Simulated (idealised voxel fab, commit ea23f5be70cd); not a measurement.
Process module name: voxel released beams
The cross-section shown here is cut; it is 155 nm wide and divided into square cells measuring 5 nm on a side.
Cross-section layout: square cells on a grid; listed as bands, top to bottom; a band spans one or more cell rows.
Band: top height; bottom height; in nm. Then, left to right: material with width in nm, for each material. "edge to edge": a single material spanning edge to edge. "air": empty space.
Convention: height 0 is the level below which the wafer, as received, is all one material. The lowest band does not terminate at the bottom but continues downward, represented as "0..down".
A width such as "30 to 40" changes by the same amount from each row of cells to the next, from the band's top row to its bottom row.
"nothing was modified" (step): cross-section cells unchanged, all of them.
"Closed void table" contains a list of empty spaces, each no smaller than 8 cells and without an open way to the top, written in the form width x height at distance with the distance from the left edge and all three in nm.
Text after the settings on a step's line: the simulator's own remark on that step.
overlay nm: mask offset rightward from planned place, masked step; negative means leftward offset.

## Process steps (planned)
step 1: RECEIVE, material Si
step 2: CONFORMAL_DEP, material Al2O3, thk nm 5
step 3: DIRECTIONAL_DEP, material SiO2, thk nm 15
step 4: DIRECTIONAL_DEP, material aC, thk nm 10
step 5: PATTERN, tone open, mask id ANCHOR, material resist, width nm 35, thk nm 25, overlay nm 0
step 6: DIRECTIONAL_ETCH, etch materials aC, depth nm 10
step 7: STRIP, etch materials resist
step 8: DIRECTIONAL_ETCH, etch materials SiO2, depth nm 15
step 9: STRIP, etch materials aC
step 10: CONFORMAL_DEP, material W, thk nm 10
step 11: DIRECTIONAL_DEP, material aC, thk nm 15
step 12: PATTERN, tone cover, mask id BEAM, material resist, width nm 100, thk nm 35, overlay nm 0
step 13: DIRECTIONAL_ETCH, etch materials aC, depth nm 15
step 14: STRIP, etch materials resist
step 15: DIRECTIONAL_ETCH, etch materials W, depth nm 10
step 16: STRIP, etch materials aC
step 17: STRIP, etch materials SiO2

## Cross-section of the wafer as it came to us, i.e., already through step 1
	0..down | Si edge to edge
	Closed void table: none

## First wafer of two, sectioned at end of module; run went per plan
	30..20 | air: 25  W: 15  air: 15  W: 70  air: 30
	20..15 | air: 30  W: 10  air: 15  W: 10  air: 90
	15..5 | air: 30  W: 35  air: 90
	5..0 | Al2O3 edge to edge
	0..down | Si edge to edge
	Closed void table: none

## Second wafer cross-section at end of module - shared start and plan with the first, one mistake in the run
	30..20 | air: 25  W: 100  air: 30
	20..15 | Al2O3 edge to edge
	15..0 | SiO2 edge to edge
	0..down | Si edge to edge
	Closed void table: none
What was done differently from what was planned? plan vs actual: 2 and 3 interchanged
Once processing is complete, comparing cell counts shows that the second wafer has more or fewer of certain materials than the first: +93 SiO2; -12 W
